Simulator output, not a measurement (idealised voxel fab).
process module | voxel self aligned vias
cross-section cut | 175 nm wide | cells 5 nm
A cross-section is a grid of square cells, given in bands from the top down. A band is one or more rows of cells.
Each band's line starts with the height of the band's top and of its bottom, in nm. Then come its materials from left to right, each with its width in nm. One material with "throughout" fills the band from edge to edge. "air" is empty space.
Height 0 is the level under which the wafer as received is all one material. The lowest band goes on downwards, as in "0 down".
A width such as "30 to 40" changes by the same amount from each row of cells to the next, from the band's top row to its bottom row.
"no change" after a step means that no cell of the cross-section changed.
closed voids: empty space of 8 cells or more with no open way to the top, each as width x height at its distance from the left edge, in nm
after a step's settings: what the simulator itself notes on the step
overlay nm, on a step with a mask: how far to the right of its planned place the mask lay; to the left if negative
Each pair below shows a cross-section before one step and the cross-section after it, down to the lowest band that changed. The line under each pair gives the step between them, with its settings. The pairs can come from different runs of this module on the same starting wafer, so a pair continues from the pair above only where its "before" says so.
before
  0 down: Si throughout
  closed voids: none
after
  15 to 0: SiO2 throughout
  below 0: unchanged
  closed voids: none
the step between: op CONFORMAL_DEP | material SiO2 | thk nm 15
before: the cross-section after the pair above
after
  20 to 15: SiCN throughout
  below 15: unchanged
  closed voids: none
the step between: op CONFORMAL_DEP | material SiCN | thk nm 5
before: the cross-section after the pair above
after
  40 to 20: SiO2 throughout
  below 20: unchanged
  closed voids: none
the step between: op DIRECTIONAL_DEP | material SiO2 | thk nm 20
before: the cross-section after the pair above
after
  55 to 40: aC throughout
  below 40: unchanged
  closed voids: none
the step between: op DIRECTIONAL_DEP | material aC | thk nm 15
before: the cross-section after the pair above
after
  90 to 55: resist 35 | air 30 | resist 40 | air 30 | resist 40
  below 55: unchanged
  closed voids: none
the step between: op PATTERN | tone open | mask id LINES | material resist | width nm 30 | pitch nm 70 | thk nm 35 | overlay nm 0
before: the cross-section after the pair above
after
  75 to 55: resist 35 | air 30 | resist 40 | air 30 | resist 40
  55 to 40: aC 35 | air 30 | aC 40 | air 30 | aC 40
  below 40: unchanged
  closed voids: none
the step between: op DIRECTIONAL_ETCH | etch materials aC | depth nm 15
before: the cross-section after the pair above
after
  55 to 40: aC 35 | air 30 | aC 40 | air 30 | aC 40
  below 40: unchanged
  closed voids: none
the step between: op STRIP | etch materials resist
before: the cross-section after the pair above
after
  55 to 40: aC 35 | air 30 | aC 40 | air 30 | aC 40
  40 to 20: SiO2 35 | air 30 | SiO2 40 | air 30 | SiO2 40
  below 20: unchanged
  closed voids: none
the step between: op DIRECTIONAL_ETCH | etch materials SiO2 | depth nm 20
before: the cross-section after the pair above
after
  40 to 20: SiO2 35 | air 30 | SiO2 40 | air 30 | SiO2 40
  below 20: unchanged
  closed voids: none
the step between: op STRIP | etch materials aC
before: the cross-section after the pair above
after
  45 to 40: TiN 40 | air 20 | TiN 50 | air 20 | TiN 45
  40 to 25: SiO2 35 | TiN 5 | air 20 | TiN 5 | SiO2 40 | TiN 5 | air 20 | TiN 5 | SiO2 40
  25 to 20: SiO2 35 | TiN 30 | SiO2 40 | TiN 30 | SiO2 40
  below 20: unchanged
  closed voids: none
the step between: op CONFORMAL_DEP | material TiN | thk nm 5
before: the cross-section after the pair above
after
  55 to 45: Ru throughout
  45 to 40: TiN 40 | Ru 20 | TiN 50 | Ru 20 | TiN 45
  40 to 25: SiO2 35 | TiN 5 | Ru 20 | TiN 5 | SiO2 40 | TiN 5 | Ru 20 | TiN 5 | SiO2 40
  below 25: unchanged
  closed voids: none
the step between: op FILL_DEP | material Ru | thk nm 10
before: the cross-section after the pair above
after
  40 to 25: SiO2 35 | TiN 5 | Ru 20 | TiN 5 | SiO2 40 | TiN 5 | Ru 20 | TiN 5 | SiO2 40
  below 25: unchanged
  closed voids: none
the step between: op CMP | height nm 40
before: the cross-section after the pair above
after
  40 to 30: SiO2 35 | air 30 | SiO2 40 | air 30 | SiO2 40
  below 30: unchanged
  closed voids: none
the step between: op SELECTIVE_ETCH | etch materials W Ru TiN | depth nm 10
before: the cross-section after the pair above
after
  45 to 40: SiN throughout
  40 to 30: SiO2 35 | SiN 30 | SiO2 40 | SiN 30 | SiO2 40
  below 30: unchanged
  closed voids: none
the step between: op FILL_DEP | material SiN | thk nm 5
before: the cross-section after the pair above
after
  40 to 30: SiO2 35 | SiN 30 | SiO2 40 | SiN 30 | SiO2 40
  below 30: unchanged
  closed voids: none
the step between: op CMP | height nm 40
before: the cross-section after the pair above
after
  55 to 40: SiO2 throughout
  below 40: unchanged
  closed voids: none
the step between: op DIRECTIONAL_DEP | material SiO2 | thk nm 15
before: the cross-section after the pair above
after
  65 to 55: aC throughout
  below 55: unchanged
  closed voids: none
the step between: op DIRECTIONAL_DEP | material aC | thk nm 10
before: the cross-section after the pair above
after
  95 to 65: resist 25 | air 50 | resist 100
  below 65: unchanged
  closed voids: none
the step between: op PATTERN | tone open | mask id VIAS | material resist | width nm 50 | thk nm 30 | overlay nm 0
before: the cross-section after the pair above
after
  85 to 65: resist 25 | air 50 | resist 100
  65 to 55: aC 25 | air 50 | aC 100
  below 55: unchanged
  closed voids: none
the step between: op DIRECTIONAL_ETCH | etch materials aC | depth nm 10
before: the cross-section after the pair above
after
  65 to 55: aC 25 | air 50 | aC 100
  below 55: unchanged
  closed voids: none
the step between: op STRIP | etch materials resist
before: the cross-section after the pair above
after
  65 to 55: aC 25 | air 50 | aC 100
  55 to 40: SiO2 25 | air 50 | SiO2 100
  below 40: unchanged
  closed voids: none
the step between: op DIRECTIONAL_ETCH | etch materials SiO2 | depth nm 15
before: the cross-section after the pair above
after
  65 to 55: aC 25 | air 50 | aC 100
  55 to 40: SiO2 25 | air 50 | SiO2 100
  40 to 30: SiO2 35 | air 30 | SiO2 40 | SiN 30 | SiO2 40
  below 30: unchanged
  closed voids: none
the step between: op DIRECTIONAL_ETCH | etch materials SiN | depth nm 10
before: the cross-section after the pair above
after
  55 to 40: SiO2 25 | air 50 | SiO2 100
  below 40: unchanged
  closed voids: none
the step between: op STRIP | etch materials aC
before: the cross-section after the pair above
after
  60 to 55: TiN 30 | air 40 | TiN 105
  55 to 45: SiO2 25 | TiN 5 | air 40 | TiN 5 | SiO2 100
  45 to 40: SiO2 25 | TiN 15 | air 20 | TiN 15 | SiO2 100
  40 to 35: SiO2 35 | TiN 5 | air 20 | TiN 5 | SiO2 40 | SiN 30 | SiO2 40
  35 to 30: SiO2 35 | TiN 30 | SiO2 40 | SiN 30 | SiO2 40
  below 30: unchanged
  closed voids: none
the step between: op CONFORMAL_DEP | material TiN | thk nm 5
before: the cross-section after the pair above
after
  70 to 60: W throughout
  60 to 55: TiN 30 | W 40 | TiN 105
  55 to 45: SiO2 25 | TiN 5 | W 40 | TiN 5 | SiO2 100
  45 to 40: SiO2 25 | TiN 15 | W 20 | TiN 15 | SiO2 100
  40 to 35: SiO2 35 | TiN 5 | W 20 | TiN 5 | SiO2 40 | SiN 30 | SiO2 40
  below 35: unchanged
  closed voids: none
the step between: op FILL_DEP | material W | thk nm 10
before: the cross-section after the pair above
after
  55 to 45: SiO2 25 | TiN 5 | W 40 | TiN 5 | SiO2 100
  below 45: unchanged
  closed voids: none
the step between: op CMP | height nm 55
before: the cross-section after the pair above
after
  60 to 55: SiN throughout
  below 55: unchanged
  closed voids: none
the step between: op CONFORMAL_DEP | material SiN | thk nm 5
before
  15 to 0: SiO2 throughout
  0 down: Si throughout
  closed voids: none
after
  35 to 0: SiO2 throughout
  below 0: unchanged
  closed voids: none
the step between: op DIRECTIONAL_DEP | material SiO2 | thk nm 20
before: the cross-section after the pair above
after
  50 to 35: aC throughout
  below 35: unchanged
  closed voids: none
the step between: op DIRECTIONAL_DEP | material aC | thk nm 15
before: the cross-section after the pair above
after
  85 to 50: resist 35 | air 30 | resist 40 | air 30 | resist 40
  below 50: unchanged
  closed voids: none
the step between: op PATTERN | tone open | mask id LINES | material resist | width nm 30 | pitch nm 70 | thk nm 35 | overlay nm 0
before: the cross-section after the pair above
after
  70 to 50: resist 35 | air 30 | resist 40 | air 30 | resist 40
  50 to 35: aC 35 | air 30 | aC 40 | air 30 | aC 40
  below 35: unchanged
  closed voids: none
the step between: op DIRECTIONAL_ETCH | etch materials aC | depth nm 15
before: the cross-section after the pair above
after
  50 to 35: aC 35 | air 30 | aC 40 | air 30 | aC 40
  below 35: unchanged
  closed voids: none
the step between: op STRIP | etch materials resist
before: the cross-section after the pair above
after
  50 to 35: aC 35 | air 30 | aC 40 | air 30 | aC 40
  35 to 15: SiO2 35 | air 30 | SiO2 40 | air 30 | SiO2 40
  below 15: unchanged
  closed voids: none
the step between: op DIRECTIONAL_ETCH | etch materials SiO2 | depth nm 20
before: the cross-section after the pair above
after
  35 to 15: SiO2 35 | air 30 | SiO2 40 | air 30 | SiO2 40
  below 15: unchanged
  closed voids: none
the step between: op STRIP | etch materials aC
before: the cross-section after the pair above
after
  40 to 35: TiN 40 | air 20 | TiN 50 | air 20 | TiN 45
  35 to 20: SiO2 35 | TiN 5 | air 20 | TiN 5 | SiO2 40 | TiN 5 | air 20 | TiN 5 | SiO2 40
  20 to 15: SiO2 35 | TiN 30 | SiO2 40 | TiN 30 | SiO2 40
  below 15: unchanged
  closed voids: none
the step between: op CONFORMAL_DEP | material TiN | thk nm 5
before: the cross-section after the pair above
after
  50 to 40: Ru throughout
  40 to 35: TiN 40 | Ru 20 | TiN 50 | Ru 20 | TiN 45
  35 to 20: SiO2 35 | TiN 5 | Ru 20 | TiN 5 | SiO2 40 | TiN 5 | Ru 20 | TiN 5 | SiO2 40
  below 20: unchanged
  closed voids: none
the step between: op FILL_DEP | material Ru | thk nm 10
before: the cross-section after the pair above
after
  40 to 35: TiN 40 | Ru 20 | TiN 50 | Ru 20 | TiN 45
  below 35: unchanged
  closed voids: none
the step between: op CMP | height nm 40
before: the cross-section after the pair above
after
  35 to 30: SiO2 35 | air 30 | SiO2 40 | air 30 | SiO2 40
  below 30: unchanged
  closed voids: none
the step between: op SELECTIVE_ETCH | etch materials W Ru TiN | depth nm 10
before: the cross-section after the pair above
after
  40 to 35: SiN throughout
  35 to 30: SiO2 35 | SiN 30 | SiO2 40 | SiN 30 | SiO2 40
  below 30: unchanged
  closed voids: none
the step between: op FILL_DEP | material SiN | thk nm 5
before: the cross-section after the pair above
after
  55 to 40: SiO2 throughout
  below 40: unchanged
  closed voids: none
the step between: op DIRECTIONAL_DEP | material SiO2 | thk nm 15
before: the cross-section after the pair above
after
  65 to 55: aC throughout
  below 55: unchanged
  closed voids: none
the step between: op DIRECTIONAL_DEP | material aC | thk nm 10
before: the cross-section after the pair above
after
  95 to 65: resist 25 | air 50 | resist 100
  below 65: unchanged
  closed voids: none
the step between: op PATTERN | tone open | mask id VIAS | material resist | width nm 50 | thk nm 30 | overlay nm 0
before: the cross-section after the pair above
after
  85 to 65: resist 25 | air 50 | resist 100
  65 to 55: aC 25 | air 50 | aC 100
  below 55: unchanged
  closed voids: none
the step between: op DIRECTIONAL_ETCH | etch materials aC | depth nm 10
before: the cross-section after the pair above
after
  65 to 55: aC 25 | air 50 | aC 100
  below 55: unchanged
  closed voids: none
the step between: op STRIP | etch materials resist
before: the cross-section after the pair above
after
  65 to 55: aC 25 | air 50 | aC 100
  55 to 40: SiO2 25 | air 50 | SiO2 100
  below 40: unchanged
  closed voids: none
the step between: op DIRECTIONAL_ETCH | etch materials SiO2 | depth nm 15
before: the cross-section after the pair above
after
  65 to 55: aC 25 | air 50 | aC 100
  55 to 40: SiO2 25 | air 50 | SiO2 100
  40 to 35: SiN 25 | air 50 | SiN 100
  35 to 30: SiO2 35 | air 30 | SiO2 40 | SiN 30 | SiO2 40
  below 30: unchanged
  closed voids: none
the step between: op DIRECTIONAL_ETCH | etch materials SiN | depth nm 10
before: the cross-section after the pair above
after
  55 to 40: SiO2 25 | air 50 | SiO2 100
  below 40: unchanged
  closed voids: none
the step between: op STRIP | etch materials aC
before: the cross-section after the pair above
after
  60 to 55: TiN 30 | air 40 | TiN 105
  55 to 40: SiO2 25 | TiN 5 | air 40 | TiN 5 | SiO2 100
  40 to 35: SiN 25 | TiN 15 | air 20 | TiN 15 | SiN 100
  35 to 30: SiO2 35 | TiN 30 | SiO2 40 | SiN 30 | SiO2 40
  below 30: unchanged
  closed voids: none
the step between: op CONFORMAL_DEP | material TiN | thk nm 5
before: the cross-section after the pair above
after
  70 to 60: W throughout
  60 to 55: TiN 30 | W 40 | TiN 105
  55 to 40: SiO2 25 | TiN 5 | W 40 | TiN 5 | SiO2 100
  40 to 35: SiN 25 | TiN 15 | W 20 | TiN 15 | SiN 100
  below 35: unchanged
  closed voids: none
the step between: op FILL_DEP | material W | thk nm 10
before: the cross-section after the pair above
after
  55 to 40: SiO2 25 | TiN 5 | W 40 | TiN 5 | SiO2 100
  below 40: unchanged
  closed voids: none
the step between: op CMP | height nm 55
before: the cross-section after the pair above
after
  60 to 55: SiN throughout
  below 55: unchanged
  closed voids: none
the step between: op CONFORMAL_DEP | material SiN | thk nm 5
before
  15 to 0: SiO2 throughout
  0 down: Si throughout
  closed voids: none
after
  30 to 0: SiO2 throughout
  below 0: unchanged
  closed voids: none
the step between: op CONFORMAL_DEP | material SiO2 | thk nm 15
before: the cross-section after the pair above
after
  35 to 30: SiCN throughout
  below 30: unchanged
  closed voids: none
the step between: op CONFORMAL_DEP | material SiCN | thk nm 5
before: the cross-section after the pair above
after
  55 to 35: SiO2 throughout
  below 35: unchanged
  closed voids: none
the step between: op DIRECTIONAL_DEP | material SiO2 | thk nm 20
before: the cross-section after the pair above
after
  70 to 55: aC throughout
  below 55: unchanged
  closed voids: none
the step between: op DIRECTIONAL_DEP | material aC | thk nm 15
before: the cross-section after the pair above
after
  105 to 70: resist 35 | air 30 | resist 40 | air 30 | resist 40
  below 70: unchanged
  closed voids: none
the step between: op PATTERN | tone open | mask id LINES | material resist | width nm 30 | pitch nm 70 | thk nm 35 | overlay nm 0
before: the cross-section after the pair above
after
  90 to 70: resist 35 | air 30 | resist 40 | air 30 | resist 40
  70 to 55: aC 35 | air 30 | aC 40 | air 30 | aC 40
  below 55: unchanged
  closed voids: none
the step between: op DIRECTIONAL_ETCH | etch materials aC | depth nm 15
before: the cross-section after the pair above
after
  70 to 55: aC 35 | air 30 | aC 40 | air 30 | aC 40
  below 55: unchanged
  closed voids: none
the step between: op STRIP | etch materials resist
before: the cross-section after the pair above
after
  70 to 55: aC 35 | air 30 | aC 40 | air 30 | aC 40
  55 to 35: SiO2 35 | air 30 | SiO2 40 | air 30 | SiO2 40
  below 35: unchanged
  closed voids: none
the step between: op DIRECTIONAL_ETCH | etch materials SiO2 | depth nm 20
before: the cross-section after the pair above
after
  55 to 35: SiO2 35 | air 30 | SiO2 40 | air 30 | SiO2 40
  below 35: unchanged
  closed voids: none
the step between: op STRIP | etch materials aC
before: the cross-section after the pair above
after
  60 to 55: TiN 40 | air 20 | TiN 50 | air 20 | TiN 45
  55 to 40: SiO2 35 | TiN 5 | air 20 | TiN 5 | SiO2 40 | TiN 5 | air 20 | TiN 5 | SiO2 40
  40 to 35: SiO2 35 | TiN 30 | SiO2 40 | TiN 30 | SiO2 40
  below 35: unchanged
  closed voids: none
the step between: op CONFORMAL_DEP | material TiN | thk nm 5
before: the cross-section after the pair above
after
  70 to 60: Ru throughout
  60 to 55: TiN 40 | Ru 20 | TiN 50 | Ru 20 | TiN 45
  55 to 40: SiO2 35 | TiN 5 | Ru 20 | TiN 5 | SiO2 40 | TiN 5 | Ru 20 | TiN 5 | SiO2 40
  below 40: unchanged
  closed voids: none
the step between: op FILL_DEP | material Ru | thk nm 10
before: the cross-section after the pair above
after
  40 to 35: SiO2 35 | TiN 30 | SiO2 40 | TiN 30 | SiO2 40
  below 35: unchanged
  closed voids: none
the step between: op CMP | height nm 40
before: the cross-section after the pair above
after
  40 to 35: SiO2 35 | air 30 | SiO2 40 | air 30 | SiO2 40
  below 35: unchanged
  closed voids: none
the step between: op SELECTIVE_ETCH | etch materials W Ru TiN | depth nm 10
before: the cross-section after the pair above
after
  45 to 40: SiN throughout
  40 to 35: SiO2 35 | SiN 30 | SiO2 40 | SiN 30 | SiO2 40
  below 35: unchanged
  closed voids: none
the step between: op FILL_DEP | material SiN | thk nm 5
before: the cross-section after the pair above
after
  40 to 35: SiO2 35 | SiN 30 | SiO2 40 | SiN 30 | SiO2 40
  below 35: unchanged
  closed voids: none
the step between: op CMP | height nm 40
before: the cross-section after the pair above
after
  55 to 40: SiO2 throughout
  below 40: unchanged
  closed voids: none
the step between: op DIRECTIONAL_DEP | material SiO2 | thk nm 15
before: the cross-section after the pair above
after
  65 to 55: aC throughout
  below 55: unchanged
  closed voids: none
the step between: op DIRECTIONAL_DEP | material aC | thk nm 10
before: the cross-section after the pair above
after
  95 to 65: resist 25 | air 50 | resist 100
  below 65: unchanged
  closed voids: none
the step between: op PATTERN | tone open | mask id VIAS | material resist | width nm 50 | thk nm 30 | overlay nm 0
before: the cross-section after the pair above
after
  85 to 65: resist 25 | air 50 | resist 100
  65 to 55: aC 25 | air 50 | aC 100
  below 55: unchanged
  closed voids: none
the step between: op DIRECTIONAL_ETCH | etch materials aC | depth nm 10
before: the cross-section after the pair above
after
  65 to 55: aC 25 | air 50 | aC 100
  below 55: unchanged
  closed voids: none
the step between: op STRIP | etch materials resist
before: the cross-section after the pair above
after
  65 to 55: aC 25 | air 50 | aC 100
  55 to 40: SiO2 25 | air 50 | SiO2 100
  below 40: unchanged
  closed voids: none
the step between: op DIRECTIONAL_ETCH | etch materials SiO2 | depth nm 15
before: the cross-section after the pair above
after
  65 to 55: aC 25 | air 50 | aC 100
  55 to 40: SiO2 25 | air 50 | SiO2 100
  40 to 35: SiO2 35 | air 30 | SiO2 40 | SiN 30 | SiO2 40
  below 35: unchanged
  closed voids: none
the step between: op DIRECTIONAL_ETCH | etch materials SiN | depth nm 10
before: the cross-section after the pair above
after
  55 to 40: SiO2 25 | air 50 | SiO2 100
  below 40: unchanged
  closed voids: none
the step between: op STRIP | etch materials aC
before: the cross-section after the pair above
after
  60 to 55: TiN 30 | air 40 | TiN 105
  55 to 45: SiO2 25 | TiN 5 | air 40 | TiN 5 | SiO2 100
  45 to 40: SiO2 25 | TiN 15 | air 20 | TiN 15 | SiO2 100
  40 to 35: SiO2 35 | TiN 30 | SiO2 40 | SiN 30 | SiO2 40
  below 35: unchanged
  closed voids: none
the step between: op CONFORMAL_DEP | material TiN | thk nm 5
before: the cross-section after the pair above
after
  70 to 60: W throughout
  60 to 55: TiN 30 | W 40 | TiN 105
  55 to 45: SiO2 25 | TiN 5 | W 40 | TiN 5 | SiO2 100
  45 to 40: SiO2 25 | TiN 15 | W 20 | TiN 15 | SiO2 100
  below 40: unchanged
  closed voids: none
the step between: op FILL_DEP | material W | thk nm 10
before: the cross-section after the pair above
after
  55 to 45: SiO2 25 | TiN 5 | W 40 | TiN 5 | SiO2 100
  below 45: unchanged
  closed voids: none
the step between: op CMP | height nm 55
before: the cross-section after the pair above
after
  60 to 55: SiN throughout
  below 55: unchanged
  closed voids: none
the step between: op CONFORMAL_DEP | material SiN | thk nm 5
before
  0 down: Si throughout
  closed voids: none
after
  5 to 0: SiCN throughout
  below 0: unchanged
  closed voids: none
the step between: op CONFORMAL_DEP | material SiCN | thk nm 5
before: the cross-section after the pair above
after
  20 to 5: SiO2 throughout
  below 5: unchanged
  closed voids: none
the step between: op CONFORMAL_DEP | material SiO2 | thk nm 15
before: the cross-section after the pair above
after
  40 to 5: SiO2 throughout
  below 5: unchanged
  closed voids: none
the step between: op DIRECTIONAL_DEP | material SiO2 | thk nm 20
before: the cross-section after the pair above
after
  55 to 40: aC throughout
  below 40: unchanged
  closed voids: none
the step between: op DIRECTIONAL_DEP | material aC | thk nm 15
before: the cross-section after the pair above
after
  90 to 55: resist 35 | air 30 | resist 40 | air 30 | resist 40
  below 55: unchanged
  closed voids: none
the step between: op PATTERN | tone open | mask id LINES | material resist | width nm 30 | pitch nm 70 | thk nm 35 | overlay nm 0
before: the cross-section after the pair above
after
  75 to 55: resist 35 | air 30 | resist 40 | air 30 | resist 40
  55 to 40: aC 35 | air 30 | aC 40 | air 30 | aC 40
  below 40: unchanged
  closed voids: none
the step between: op DIRECTIONAL_ETCH | etch materials aC | depth nm 15
before: the cross-section after the pair above
after
  55 to 40: aC 35 | air 30 | aC 40 | air 30 | aC 40
  below 40: unchanged
  closed voids: none
the step between: op STRIP | etch materials resist
before: the cross-section after the pair above
after
  55 to 40: aC 35 | air 30 | aC 40 | air 30 | aC 40
  40 to 20: SiO2 35 | air 30 | SiO2 40 | air 30 | SiO2 40
  below 20: unchanged
  closed voids: none
the step between: op DIRECTIONAL_ETCH | etch materials SiO2 | depth nm 20
before: the cross-section after the pair above
after
  40 to 20: SiO2 35 | air 30 | SiO2 40 | air 30 | SiO2 40
  below 20: unchanged
  closed voids: none
the step between: op STRIP | etch materials aC
before: the cross-section after the pair above
after
  45 to 40: TiN 40 | air 20 | TiN 50 | air 20 | TiN 45
  40 to 25: SiO2 35 | TiN 5 | air 20 | TiN 5 | SiO2 40 | TiN 5 | air 20 | TiN 5 | SiO2 40
  25 to 20: SiO2 35 | TiN 30 | SiO2 40 | TiN 30 | SiO2 40
  below 20: unchanged
  closed voids: none
the step between: op CONFORMAL_DEP | material TiN | thk nm 5
before: the cross-section after the pair above
after
  55 to 45: Ru throughout
  45 to 40: TiN 40 | Ru 20 | TiN 50 | Ru 20 | TiN 45
  40 to 25: SiO2 35 | TiN 5 | Ru 20 | TiN 5 | SiO2 40 | TiN 5 | Ru 20 | TiN 5 | SiO2 40
  below 25: unchanged
  closed voids: none
the step between: op FILL_DEP | material Ru | thk nm 10
before: the cross-section after the pair above
after
  40 to 25: SiO2 35 | TiN 5 | Ru 20 | TiN 5 | SiO2 40 | TiN 5 | Ru 20 | TiN 5 | SiO2 40
  below 25: unchanged
  closed voids: none
the step between: op CMP | height nm 40
before: the cross-section after the pair above
after
  40 to 30: SiO2 35 | air 30 | SiO2 40 | air 30 | SiO2 40
  below 30: unchanged
  closed voids: none
the step between: op SELECTIVE_ETCH | etch materials W Ru TiN | depth nm 10
before: the cross-section after the pair above
after
  45 to 40: SiN throughout
  40 to 30: SiO2 35 | SiN 30 | SiO2 40 | SiN 30 | SiO2 40
  below 30: unchanged
  closed voids: none
the step between: op FILL_DEP | material SiN | thk nm 5
before: the cross-section after the pair above
after
  40 to 30: SiO2 35 | SiN 30 | SiO2 40 | SiN 30 | SiO2 40
  below 30: unchanged
  closed voids: none
the step between: op CMP | height nm 40
before: the cross-section after the pair above
after
  55 to 40: SiO2 throughout
  below 40: unchanged
  closed voids: none
the step between: op DIRECTIONAL_DEP | material SiO2 | thk nm 15
before: the cross-section after the pair above
after
  65 to 55: aC throughout
  below 55: unchanged
  closed voids: none
the step between: op DIRECTIONAL_DEP | material aC | thk nm 10
before: the cross-section after the pair above
after
  95 to 65: resist 25 | air 50 | resist 100
  below 65: unchanged
  closed voids: none
the step between: op PATTERN | tone open | mask id VIAS | material resist | width nm 50 | thk nm 30 | overlay nm 0
before: the cross-section after the pair above
after
  85 to 65: resist 25 | air 50 | resist 100
  65 to 55: aC 25 | air 50 | aC 100
  below 55: unchanged
  closed voids: none
the step between: op DIRECTIONAL_ETCH | etch materials aC | depth nm 10
before: the cross-section after the pair above
after
  65 to 55: aC 25 | air 50 | aC 100
  below 55: unchanged
  closed voids: none
the step between: op STRIP | etch materials resist
before: the cross-section after the pair above
after
  65 to 55: aC 25 | air 50 | aC 100
  55 to 40: SiO2 25 | air 50 | SiO2 100
  below 40: unchanged
  closed voids: none
the step between: op DIRECTIONAL_ETCH | etch materials SiO2 | depth nm 15
before: the cross-section after the pair above
after
  65 to 55: aC 25 | air 50 | aC 100
  55 to 40: SiO2 25 | air 50 | SiO2 100
  40 to 30: SiO2 35 | air 30 | SiO2 40 | SiN 30 | SiO2 40
  below 30: unchanged
  closed voids: none
the step between: op DIRECTIONAL_ETCH | etch materials SiN | depth nm 10
before: the cross-section after the pair above
after
  55 to 40: SiO2 25 | air 50 | SiO2 100
  below 40: unchanged
  closed voids: none
the step between: op STRIP | etch materials aC
before: the cross-section after the pair above
after
  60 to 55: TiN 30 | air 40 | TiN 105
  55 to 45: SiO2 25 | TiN 5 | air 40 | TiN 5 | SiO2 100
  45 to 40: SiO2 25 | TiN 15 | air 20 | TiN 15 | SiO2 100
  40 to 35: SiO2 35 | TiN 5 | air 20 | TiN 5 | SiO2 40 | SiN 30 | SiO2 40
  35 to 30: SiO2 35 | TiN 30 | SiO2 40 | SiN 30 | SiO2 40
  below 30: unchanged
  closed voids: none
the step between: op CONFORMAL_DEP | material TiN | thk nm 5
before: the cross-section after the pair above
after
  70 to 60: W throughout
  60 to 55: TiN 30 | W 40 | TiN 105
  55 to 45: SiO2 25 | TiN 5 | W 40 | TiN 5 | SiO2 100
  45 to 40: SiO2 25 | TiN 15 | W 20 | TiN 15 | SiO2 100
  40 to 35: SiO2 35 | TiN 5 | W 20 | TiN 5 | SiO2 40 | SiN 30 | SiO2 40
  below 35: unchanged
  closed voids: none
the step between: op FILL_DEP | material W | thk nm 10
before: the cross-section after the pair above
after
  55 to 45: SiO2 25 | TiN 5 | W 40 | TiN 5 | SiO2 100
  below 45: unchanged
  closed voids: none
the step between: op CMP | height nm 55
before: the cross-section after the pair above
after
  60 to 55: SiN throughout
  below 55: unchanged
  closed voids: none
the step between: op CONFORMAL_DEP | material SiN | thk nm 5
before
  65 to 55: aC 25 | air 50 | aC 100
  55 to 40: SiO2 25 | air 50 | SiO2 100
  40 to 30: SiO2 35 | SiN 30 | SiO2 40 | SiN 30 | SiO2 40
  30 to 25: SiO2 35 | TiN 5 | Ru 20 | TiN 5 | SiO2 40 | TiN 5 | Ru 20 | TiN 5 | SiO2 40
  25 to 20: SiO2 35 | TiN 30 | SiO2 40 | TiN 30 | SiO2 40
  20 to 15: SiCN throughout
  15 to 0: SiO2 throughout
  0 down: Si throughout
  closed voids: none
after
  65 to 55: aC 25 | air 50 | aC 100
  55 to 40: SiO2 25 | air 50 | SiO2 100
  40 to 35: SiO2 35 | air 30 | SiO2 40 | SiN 30 | SiO2 40
  below 35: unchanged
  closed voids: none
the step between: op DIRECTIONAL_ETCH | etch materials SiN | depth nm 5
before: the cross-section after the pair above
after
  55 to 40: SiO2 25 | air 50 | SiO2 100
  below 40: unchanged
  closed voids: none
the step between: op STRIP | etch materials aC
before: the cross-section after the pair above
after
  60 to 55: TiN 30 | air 40 | TiN 105
  55 to 45: SiO2 25 | TiN 5 | air 40 | TiN 5 | SiO2 100
  45 to 40: SiO2 25 | TiN 15 | air 20 | TiN 15 | SiO2 100
  40 to 35: SiO2 35 | TiN 30 | SiO2 40 | SiN 30 | SiO2 40
  below 35: unchanged
  closed voids: none
the step between: op CONFORMAL_DEP | material TiN | thk nm 5
before: the cross-section after the pair above
after
  70 to 60: W throughout
  60 to 55: TiN 30 | W 40 | TiN 105
  55 to 45: SiO2 25 | TiN 5 | W 40 | TiN 5 | SiO2 100
  45 to 40: SiO2 25 | TiN 15 | W 20 | TiN 15 | SiO2 100
  below 40: unchanged
  closed voids: none
the step between: op FILL_DEP | material W | thk nm 10
before: the cross-section after the pair above
after
  55 to 45: SiO2 25 | TiN 5 | W 40 | TiN 5 | SiO2 100
  below 45: unchanged
  closed voids: none
the step between: op CMP | height nm 55
before: the cross-section after the pair above
after
  60 to 55: SiN throughout
  below 55: unchanged
  closed voids: none
the step between: op CONFORMAL_DEP | material SiN | thk nm 5
before
  65 to 55: aC throughout
  55 to 40: SiO2 throughout
  40 to 30: SiO2 35 | SiN 30 | SiO2 40 | SiN 30 | SiO2 40
  30 to 25: SiO2 35 | TiN 5 | Ru 20 | TiN 5 | SiO2 40 | TiN 5 | Ru 20 | TiN 5 | SiO2 40
  25 to 20: SiO2 35 | TiN 30 | SiO2 40 | TiN 30 | SiO2 40
  20 to 15: SiCN throughout
  15 to 0: SiO2 throughout
  0 down: Si throughout
  closed voids: none
after
  95 to 65: resist 30 | air 45 | resist 100
  below 65: unchanged
  closed voids: none
the step between: op PATTERN | tone open | mask id VIAS | material resist | width nm 45 | thk nm 30 | overlay nm 0
before: the cross-section after the pair above
after
  85 to 65: resist 30 | air 45 | resist 100
  65 to 55: aC 30 | air 45 | aC 100
  below 55: unchanged
  closed voids: none
the step between: op DIRECTIONAL_ETCH | etch materials aC | depth nm 10
before: the cross-section after the pair above
after
  65 to 55: aC 30 | air 45 | aC 100
  below 55: unchanged
  closed voids: none
the step between: op STRIP | etch materials resist
before: the cross-section after the pair above
after
  65 to 55: aC 30 | air 45 | aC 100
  55 to 40: SiO2 30 | air 45 | SiO2 100
  below 40: unchanged
  closed voids: none
the step between: op DIRECTIONAL_ETCH | etch materials SiO2 | depth nm 15
before: the cross-section after the pair above
after
  65 to 55: aC 30 | air 45 | aC 100
  55 to 40: SiO2 30 | air 45 | SiO2 100
  40 to 30: SiO2 35 | air 30 | SiO2 40 | SiN 30 | SiO2 40
  below 30: unchanged
  closed voids: none
the step between: op DIRECTIONAL_ETCH | etch materials SiN | depth nm 10
before: the cross-section after the pair above
after
  55 to 40: SiO2 30 | air 45 | SiO2 100
  below 40: unchanged
  closed voids: none
the step between: op STRIP | etch materials aC
before: the cross-section after the pair above
after
  60 to 55: TiN 35 | air 35 | TiN 105
  55 to 45: SiO2 30 | TiN 5 | air 35 | TiN 5 | SiO2 100
  45 to 40: SiO2 30 | TiN 10 | air 20 | TiN 15 | SiO2 100
  40 to 35: SiO2 35 | TiN 5 | air 20 | TiN 5 | SiO2 40 | SiN 30 | SiO2 40
  35 to 30: SiO2 35 | TiN 30 | SiO2 40 | SiN 30 | SiO2 40
  below 30: unchanged
  closed voids: none
the step between: op CONFORMAL_DEP | material TiN | thk nm 5
before: the cross-section after the pair above
after
  70 to 60: W throughout
  60 to 55: TiN 35 | W 35 | TiN 105
  55 to 45: SiO2 30 | TiN 5 | W 35 | TiN 5 | SiO2 100
  45 to 40: SiO2 30 | TiN 10 | W 20 | TiN 15 | SiO2 100
  40 to 35: SiO2 35 | TiN 5 | W 20 | TiN 5 | SiO2 40 | SiN 30 | SiO2 40
  below 35: unchanged
  closed voids: none
the step between: op FILL_DEP | material W | thk nm 10
